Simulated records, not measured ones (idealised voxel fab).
Process module in this document: voxel local oxidation
In the cross-section labelled cut, the width is 290 nm and each square cell is 5 nm.
Heads up, the way a cross-section reads in here is a grid of square cells, handed over as bands from the top down, with every band being one or more rows of cells. Band: top and bottom heights (nm) first, top before bottom; then materials from left to right, widths in nm. "edge to edge" marks a sole material filling the band edge to edge. "blank" denotes empty space. It should be noted that heights are counted from 0, beneath which the wafer as supplied is of one material throughout, and that the lowest band possesses no lower boundary but continues downward, as written in "0 down". Read "30..40" as a graded width: first number on top, second number at the bottom, same change between each pair of neighbouring rows. Step marked "no modification"? Then no cell in the cross-section changed in it. "Closed void entries": empty spaces of 8 cells or more with no open way to the top, each given as width x height at distance, distance from the left edge, all in nm. Anything after a step's settings on that line? It's the simulator's own note about the step. For masked steps, "overlay nm" on the step line gives how far right of plan the mask actually lay; a minus sign means it lay to the left.
This section lists the process steps that were planned
1,RECEIVE: material Si
2,CONFORMAL_DEP: material SiO2, thk nm 5
3,CONFORMAL_DEP: material SiN, thk nm 10
4,MASKED_ETCH: tone cover, mask id ACTIVE, width nm 100, pitch nm 140, etch materials SiN, depth nm 10, overlay nm 0
5,SELECTIVE_ETCH: etch materials SiO2, depth nm 5
6,OXIDIZE: depth nm 15
7,STRIP: etch materials SiN
For clarity, it should be stated that the wafers under discussion commence in an identical condition and differ with respect to the depth nm of step 5, the plan indicating the value that the first wafer had.
first wafer as received, after step 1
> 0 down = Si edge to edge
> Closed void entries: none
Here is how to read the rows: every wafer has a row, and it shows the wafer at the end of the module, giving for each material how many cells were gained (+) or lost (-) since the wafer was received, then listing its closed voids
depth nm 5 | -102 Si | +138 SiO2 | Closed void entries: none
depth nm 10 | -114 Si | +146 SiO2 | Closed void entries: none
depth nm 15 | -126 Si | +154 SiO2 | Closed void entries: none
depth nm 20 | -138 Si | +162 SiO2 | Closed void entries: none
